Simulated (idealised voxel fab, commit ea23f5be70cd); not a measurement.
voxel local oxidation: a process module
It is cross-section cut that appears here, measuring 175 nm in width, its square cells being 5 nm in size.
A cross-section in this document is a grid of square cells, and it is written down as bands, the top band listed before the ones below it; a band is made up of one or more rows of cells. Each band's line starts with the height of the band's top and of its bottom, in nm. Then come its materials from left to right, each with its width in nm. One material with "throughout" fills the band from edge to edge. "blank" is empty space. We count height from 0. Below that, the starting wafer is all one material. The lowest band never ends at the bottom but goes on down; see "0..down" for how that is written. The notation "30..40" denotes a width that varies across the rows of cells in the band, beginning at the first number in the top row, finishing at the second number in the bottom row, and changing by an identical amount from each row to the next. What does "identical to before" mean for a step? It means no cell of the cross-section changed in that step. What "Enclosed cavities" gives you is every empty space of 8 cells or more that is cut off from the top. Each appears as width x height at distance, with the distance taken from the left edge and width, height and distance all in nm. after a step's settings: what the simulator itself notes on the step. overlay nm: on a step with a mask, how far right of its planned place the mask lay; negative means left.
### This section lists the process steps that were planned
1) RECEIVE | material Si
2) OXIDIZE | depth nm 5
3) CONFORMAL_DEP | material SiN | thk nm 15
4) PATTERN | tone cover | mask id ACTIVE | material resist | width nm 90 | thk nm 15 | overlay nm 0
5) DIRECTIONAL_ETCH | etch materials SiN | depth nm 15
6) STRIP | etch materials resist
7) SELECTIVE_ETCH | etch materials SiO2 | depth nm 5
8) OXIDIZE | depth nm 10
9) STRIP | etch materials SiN
For this document, wafers share an identical start and vary in the step 4 width nm; the plan quotes the first wafer's value.
### Cross-section of the first of several received wafers, showing its state after step 1
    0..down | Si throughout
    Enclosed cavities: none
### End of the module, past its last step, step 9: how the first of several wafers looks in cross-section
    0..-5 | blank 45, then SiO2 80, then blank 50
    -5..-15 | SiO2 55, then Si 60, then SiO2 60
    -15..down | Si throughout
    Enclosed cavities: none
### Last wafer of the set, cross-sectioned at end of module
    0..-5 | blank 35, then SiO2 105, then blank 35
    -5..-15 | SiO2 45, then Si 85, then SiO2 45
    -15..down | Si throughout
    Enclosed cavities: none
### Basically each wafer gets a line in the table, showing it at the end of the module: material by material, the cells it gained (+) or lost (-) since we got it, then its closed voids
width nm 90; -81 Si; +62 SiO2; Enclosed cavities: none
width nm 95; -79 Si; +61 SiO2; Enclosed cavities: none
width nm 100; -77 Si; +60 SiO2; Enclosed cavities: none
width nm 105; -75 Si; +59 SiO2; Enclosed cavities: none
width nm 110; -73 Si; +58 SiO2; Enclosed cavities: none
width nm 115; -71 Si; +57 SiO2; Enclosed cavities: none
